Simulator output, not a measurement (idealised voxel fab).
process module | voxel wiring stack
cross-section cut | 200 nm wide | cells 5 nm
A cross-section is a grid of square cells, given in bands from the top down. A band is one or more rows of cells.
Each band's line starts with the height of the band's top and of its bottom, in nm. Then come its materials from left to right, each with its width in nm. One material with "throughout" fills the band from edge to edge. "air" is empty space.
Height 0 is the level under which the wafer as received is all one material. The lowest band goes on downwards, as in "0 down".
A width such as "30 to 40" changes by the same amount from each row of cells to the next, from the band's top row to its bottom row.
"no change" after a step means that no cell of the cross-section changed.
closed voids: empty space of 8 cells or more with no open way to the top, each as width x height at its distance from the left edge, in nm
after a step's settings: what the simulator itself notes on the step
overlay nm, on a step with a mask: how far to the right of its planned place the mask lay; to the left if negative
plan
1 op RECEIVE | material Si
2 op CONFORMAL_DEP | material SiO2 | thk nm 15
3 op CONFORMAL_DEP | material SiCN | thk nm 5
4 op DIRECTIONAL_DEP | material lowk | thk nm 20
5 op DIRECTIONAL_DEP | material aC | thk nm 10
6 op PATTERN | tone open | mask id METAL_1 | material resist | width nm 25 | pitch nm 40 | thk nm 25 | overlay nm 0
7 op DIRECTIONAL_ETCH | etch materials aC | depth nm 10
8 op STRIP | etch materials resist
9 op DIRECTIONAL_ETCH | etch materials lowk | depth nm 20
10 op DIRECTIONAL_ETCH | etch materials SiCN | depth nm 5
11 op STRIP | etch materials aC
12 op CONFORMAL_DEP | material TiN | thk nm 5
13 op FILL_DEP | material Ru | thk nm 10
14 op CMP | height nm 40
15 op CONFORMAL_DEP | material SiCN | thk nm 5
16 op DIRECTIONAL_DEP | material lowk | thk nm 25
17 op DIRECTIONAL_DEP | material aC | thk nm 15
18 op PATTERN | tone open | mask id METAL_2_HOLES | material resist | width nm 15 | pitch nm 40 | thk nm 30 | overlay nm 0
19 op DIRECTIONAL_ETCH | etch materials aC | depth nm 15
20 op STRIP | etch materials resist
21 op DIRECTIONAL_ETCH | etch materials lowk | depth nm 35
22 op STRIP | etch materials aC
23 op DIRECTIONAL_DEP | material aC | thk nm 10
24 op PATTERN | tone open | mask id METAL_2 | material resist | width nm 25 | pitch nm 40 | thk nm 25 | overlay nm 0
25 op DIRECTIONAL_ETCH | etch materials aC | depth nm 10
26 op STRIP | etch materials resist
27 op DIRECTIONAL_ETCH | etch materials lowk | depth nm 20
28 op DIRECTIONAL_ETCH | etch materials SiCN | depth nm 5
29 op STRIP | etch materials aC
30 op CONFORMAL_DEP | material TiN | thk nm 5
31 op FILL_DEP | material Cu | thk nm 5
32 op CMP | height nm 80
33 op CONFORMAL_DEP | material SiCN | thk nm 5
34 op DIRECTIONAL_DEP | material lowk | thk nm 10
35 op MASKED_ETCH | tone open | mask id PLUG_2 | width nm 15 | pitch nm 80 | etch materials lowk | depth nm 10 | overlay nm 0
36 op MASKED_ETCH | tone open | mask id PLUG_2 | width nm 15 | pitch nm 80 | etch materials SiCN | depth nm 5 | overlay nm 0
37 op CONFORMAL_DEP | material TiN | thk nm 5
38 op FILL_DEP | material W | thk nm 10
39 op CMP | height nm 95
40 op DIRECTIONAL_DEP | material TiN | thk nm 5
41 op DIRECTIONAL_DEP | material Ru | thk nm 25
42 op PATTERN | tone cover | mask id METAL_3 | material resist | width nm 25 | pitch nm 40 | thk nm 20 | overlay nm 0
43 op DIRECTIONAL_ETCH | etch materials Ru | depth nm 25
44 op DIRECTIONAL_ETCH | etch materials TiN | depth nm 5
45 op STRIP | etch materials resist
46 op FILL_DEP | material lowk | thk nm 10
47 op CMP | height nm 125
48 op CONFORMAL_DEP | material SiCN | thk nm 5
varied across the wafers: thk nm of step 16. The plan shows the first wafer's value. All wafers start alike
first wafer as received, after step 1
  0 down: Si throughout
  closed voids: none
first wafer at the end, after step 48
  130 to 125: SiCN throughout
  125 to 100: lowk 25 | Ru 25 | lowk 15 | Ru 25 | lowk 15 | Ru 25 | lowk 15 | Ru 25 | lowk 30
  100 to 95: lowk 25 | TiN 25 | lowk 15 | TiN 25 | lowk 15 | TiN 25 | lowk 15 | TiN 25 | lowk 30
  95 to 85: lowk 25 | TiN 5 | W 5 | TiN 5 | lowk 65 | TiN 5 | W 5 | TiN 5 | lowk 80
  85 to 80: SiCN 25 | TiN 15 | SiCN 65 | TiN 15 | SiCN 80
  80 to 75: Cu throughout
  75 to 70: TiN 30 | Cu 15 | TiN 25 | Cu 15 | TiN 25 | Cu 15 | TiN 25 | Cu 15 | TiN 35
  70 to 55: lowk 25 | TiN 5 | Cu 15 | TiN 5 | lowk 15 | TiN 5 | Cu 15 | TiN 5 | lowk 15 | TiN 5 | Cu 15 | TiN 5 | lowk 15 | TiN 5 | Cu 15 | TiN 5 | lowk 30
  55 to 45: lowk 25 | TiN 5 | Cu 5 | TiN 15 to 5 | lowk 15 to 25 | TiN 5 | Cu 5 | TiN 15 to 5 | lowk 15 to 25 | TiN 5 | Cu 5 | TiN 15 to 5 | lowk 15 to 25 | TiN 5 | Cu 5 | TiN 15 to 5 | lowk 30 to 40
  45 to 40: SiCN 25 | TiN 15 | SiCN 25 | TiN 15 | SiCN 25 | TiN 15 | SiCN 25 | TiN 15 | SiCN 40
  40 to 20: lowk 25 | TiN 5 | Ru 15 | TiN 5 | lowk 15 | TiN 5 | Ru 15 | TiN 5 | lowk 15 | TiN 5 | Ru 15 | TiN 5 | lowk 15 | TiN 5 | Ru 15 | TiN 5 | lowk 30
  20 to 15: SiCN 25 | TiN 25 | SiCN 15 | TiN 25 | SiCN 15 | TiN 25 | SiCN 15 | TiN 25 | SiCN 30
  15 to 0: SiO2 throughout
  0 down: Si throughout
  closed voids: none
last wafer at the end
  130 to 125: SiCN throughout
  125 to 100: lowk 25 | Ru 25 | lowk 15 | Ru 25 | lowk 15 | Ru 25 | lowk 15 | Ru 25 | lowk 30
  100 to 95: lowk 25 | TiN 25 | lowk 15 | TiN 25 | lowk 15 | TiN 25 | lowk 15 | TiN 25 | lowk 30
  95 to 85: lowk 25 | TiN 5 | W 5 | TiN 5 | lowk 65 | TiN 5 | W 5 | TiN 5 | lowk 80
  85 to 80: SiCN 25 | TiN 15 | SiCN 65 | TiN 15 | SiCN 80
  80 to 75: lowk 25 | TiN 5 | Cu 5 | TiN 15 | lowk 15 | TiN 5 | Cu 5 | TiN 15 | lowk 15 | TiN 5 | Cu 5 | TiN 15 | lowk 15 | TiN 5 | Cu 5 | TiN 15 | lowk 30
  75 to 45: lowk 25 | TiN 5 | Cu 5 | TiN 5 | lowk 25 | TiN 5 | Cu 5 | TiN 5 | lowk 25 | TiN 5 | Cu 5 | TiN 5 | lowk 25 | TiN 5 | Cu 5 | TiN 5 | lowk 40
  45 to 40: SiCN 25 | TiN 15 | SiCN 25 | TiN 15 | SiCN 25 | TiN 15 | SiCN 25 | TiN 15 | SiCN 40
  40 to 20: lowk 25 | TiN 5 | Ru 15 | TiN 5 | lowk 15 | TiN 5 | Ru 15 | TiN 5 | lowk 15 | TiN 5 | Ru 15 | TiN 5 | lowk 15 | TiN 5 | Ru 15 | TiN 5 | lowk 30
  20 to 15: SiCN 25 | TiN 25 | SiCN 15 | TiN 25 | SiCN 15 | TiN 25 | SiCN 15 | TiN 25 | SiCN 30
  15 to 0: SiO2 throughout
  0 down: Si throughout
  closed voids: none
each wafer at the end: cells of each material gained (+) or lost (-) since it was received, then its closed voids
thk nm 25 | +96 Cu | +148 Ru | +122 SiCN | +120 SiO2 | +174 TiN | +4 W | +376 lowk | closed voids: none
thk nm 30 | +60 Cu | +148 Ru | +122 SiCN | +120 SiO2 | +182 TiN | +4 W | +404 lowk | closed voids: none
thk nm 35 | +52 Cu | +148 Ru | +122 SiCN | +120 SiO2 | +162 TiN | +4 W | +432 lowk | closed voids: none
thk nm 40 | +44 Cu | +148 Ru | +122 SiCN | +120 SiO2 | +162 TiN | +4 W | +440 lowk | closed voids: none
thk nm 45 | +36 Cu | +148 Ru | +122 SiCN | +120 SiO2 | +162 TiN | +4 W | +448 lowk | closed voids: none
thk nm 50 | +28 Cu | +148 Ru | +122 SiCN | +120 SiO2 | +162 TiN | +4 W | +456 lowk | closed voids: none
